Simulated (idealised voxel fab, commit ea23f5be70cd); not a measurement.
process module | voxel air gaps
Square cells of 5 nm make up the cross-section cut, whose width is 270 nm.
Cross-section layout: square cells on a grid; listed as bands, top to bottom; a band spans one or more cell rows. Each band's line starts with the height of the band's top and of its bottom, in nm. Then come its materials from left to right, each with its width in nm. One material with "throughout" fills the band from edge to edge. "blank" is empty space. Measure heights from 0. That's the level where, below it, the as-received wafer is all one material. The lowest band is bottomless and extends downward; write it as in "top 0, no bottom". The two numbers in a width such as "30->40" mark its ends across the band: the first belongs to the top row of cells, the second to the bottom row, and from each row to the next the width moves by the same amount. "remained unchanged" (step): cross-section cells unchanged, all of them. Enclosed voids (no open way to top), threshold 8 cells or more, entry "Completely sealed voids", notation width x height at distance, distance from left edge, nm. Formally, on a step line, whatever follows the settings is a remark that the simulator itself makes on the step. The optional step-line setting "overlay nm" applies to steps with a mask and quantifies how far to the right of its planned location the mask lay, a negative value indicating leftward placement.
# List of planned process steps
| 1 | RECEIVE,material Si |
| 2 | CONFORMAL_DEP,material SiO2,thk nm 15 |
| 3 | CONFORMAL_DEP,material SiCN,thk nm 5 |
| 4 | DIRECTIONAL_DEP,material SiO2,thk nm 30 |
| 5 | PATTERN,tone open,mask id LINES,material resist,width nm 25,pitch nm 50,thk nm 20,overlay nm 0 |
| 6 | DIRECTIONAL_ETCH,etch materials SiO2,depth nm 30 |
| 7 | STRIP,etch materials resist |
| 8 | CONFORMAL_DEP,material TiN,thk nm 5 |
| 9 | FILL_DEP,material Ru,thk nm 10 |
| 10 | CMP,height nm 50 |
| 11 | EPI,material Ru,thk nm 10 |
| 12 | SELECTIVE_ETCH,etch materials SiO2,depth nm 40 |
| 13 | CONFORMAL_DEP,material SiCN,thk nm 5 |
# Shown in cross-section is the wafer as received, that is, as it stands after step 1
  top 0, no bottom = Si throughout
  Completely sealed voids: none
# End state of the module in cross-section, given the above starting point and plan and one mistake in execution
  top 55, bottom 45 = SiCN throughout
  top 45, bottom 0 = SiO2 throughout
  top 0, no bottom = Si throughout
  Completely sealed voids: none
Deviation from plan: transposition of steps 3 and 4 relative to the planned sequence
